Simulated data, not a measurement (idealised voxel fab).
process module | voxel self aligned contacts
cross-section cut | 295 nm wide | cells 5 nm
A cross-section is a grid of square cells, given in bands from the top down. A band is one or more rows of cells.
Each band's line starts with the height of the band's top and of its bottom, in nm. Then come its materials from left to right, each with its width in nm. One material with "throughout" fills the band from edge to edge. "air" is empty space.
Height 0 is the level under which the wafer as received is all one material. The lowest band goes on downwards, as in "0 down".
A width such as "30 to 40" changes by the same amount from each row of cells to the next, from the band's top row to its bottom row.
"no change" after a step means that no cell of the cross-section changed.
closed voids: empty space of 8 cells or more with no open way to the top, each as width x height at its distance from the left edge, in nm
after a step's settings: what the simulator itself notes on the step
overlay nm, on a step with a mask: how far to the right of its planned place the mask lay; to the left if negative
plan
1 op RECEIVE | material Si
2 op CONFORMAL_DEP | material SiO2 | thk nm 5
3 op DIRECTIONAL_DEP | material polySi | thk nm 20
4 op DIRECTIONAL_DEP | material SiN | thk nm 25
5 op DIRECTIONAL_DEP | material aC | thk nm 15
6 op PATTERN | tone cover | mask id GATE | material resist | width nm 25 | pitch nm 65 | thk nm 30 | overlay nm 0
7 op DIRECTIONAL_ETCH | etch materials aC | depth nm 15
8 op STRIP | etch materials resist
9 op DIRECTIONAL_ETCH | etch materials SiN | depth nm 25
10 op DIRECTIONAL_ETCH | etch materials polySi | depth nm 20
11 op STRIP | etch materials aC
12 op CONFORMAL_DEP | material SiN | thk nm 10
13 op DIRECTIONAL_ETCH | etch materials SiN | depth nm 10
14 op FILL_DEP | material SiO2 | thk nm 15
15 op CMP | height nm 60
16 op DIRECTIONAL_DEP | material aC | thk nm 10
17 op PATTERN | tone open | mask id CONTACT | material resist | width nm 50 | pitch nm 65 | thk nm 25 | overlay nm 0
18 op DIRECTIONAL_ETCH | etch materials aC | depth nm 10
19 op STRIP | etch materials resist
20 op DIRECTIONAL_ETCH | etch materials SiO2 | depth nm 60
21 op STRIP | etch materials aC
22 op CONFORMAL_DEP | material TiN | thk nm 5
23 op FILL_DEP | material Ru | thk nm 10
24 op CMP | height nm 60
25 op CONFORMAL_DEP | material SiN | thk nm 5
as received, after step 1
  0 down: Si throughout
  closed voids: none
first wafer at the end, as planned
  65 to 60: SiN throughout
  60 to 50: SiO2 90 | TiN 5 to 20 | Ru 40 to 10 | TiN 5 to 20 | SiO2 15 | TiN 5 to 20 | Ru 40 to 10 | TiN 5 to 20 | SiO2 90
  50 to 25: SiO2 60 | SiN 45 | TiN 5 | Ru 10 | TiN 5 | SiN 45 | TiN 5 | Ru 10 | TiN 5 | SiN 45 | SiO2 60
  25 to 5: SiO2 60 | SiN 10 | polySi 25 | SiN 10 | TiN 5 | Ru 10 | TiN 5 | SiN 10 | polySi 25 | SiN 10 | TiN 5 | Ru 10 | TiN 5 | SiN 10 | polySi 25 | SiN 10 | SiO2 60
  5 to 0: SiO2 105 | TiN 20 | SiO2 45 | TiN 20 | SiO2 105
  0 down: Si throughout
  closed voids: none
second wafer at the end: like start, like plan, one mistake
  65 to 60: SiN throughout
  60 to 45: SiO2 60 | SiN 45 | TiN 5 | Ru 10 | TiN 5 | SiN 45 | TiN 5 | Ru 10 | TiN 5 | SiN 45 | SiO2 60
  45 to 30: SiO2 60 | SiN 10 | polySi 25 | SiN 10 | TiN 5 | Ru 10 | TiN 5 | SiN 10 | polySi 25 | SiN 10 | TiN 5 | Ru 10 | TiN 5 | SiN 10 | polySi 25 | SiN 10 | SiO2 60
  30 to 25: SiO2 60 | SiN 10 | polySi 25 | SiN 10 | TiN 20 | SiN 10 | polySi 25 | SiN 10 | TiN 20 | SiN 10 | polySi 25 | SiN 10 | SiO2 60
  25 to 5: polySi throughout
  5 to 0: SiO2 throughout
  0 down: Si throughout
  closed voids: none
what went wrong: step 3 was run twice
at the end the second wafer has, in cells: 32 fewer of Ru | 54 fewer of SiN | 118 fewer of SiO2 | 32 fewer of TiN | 236 more of polySi
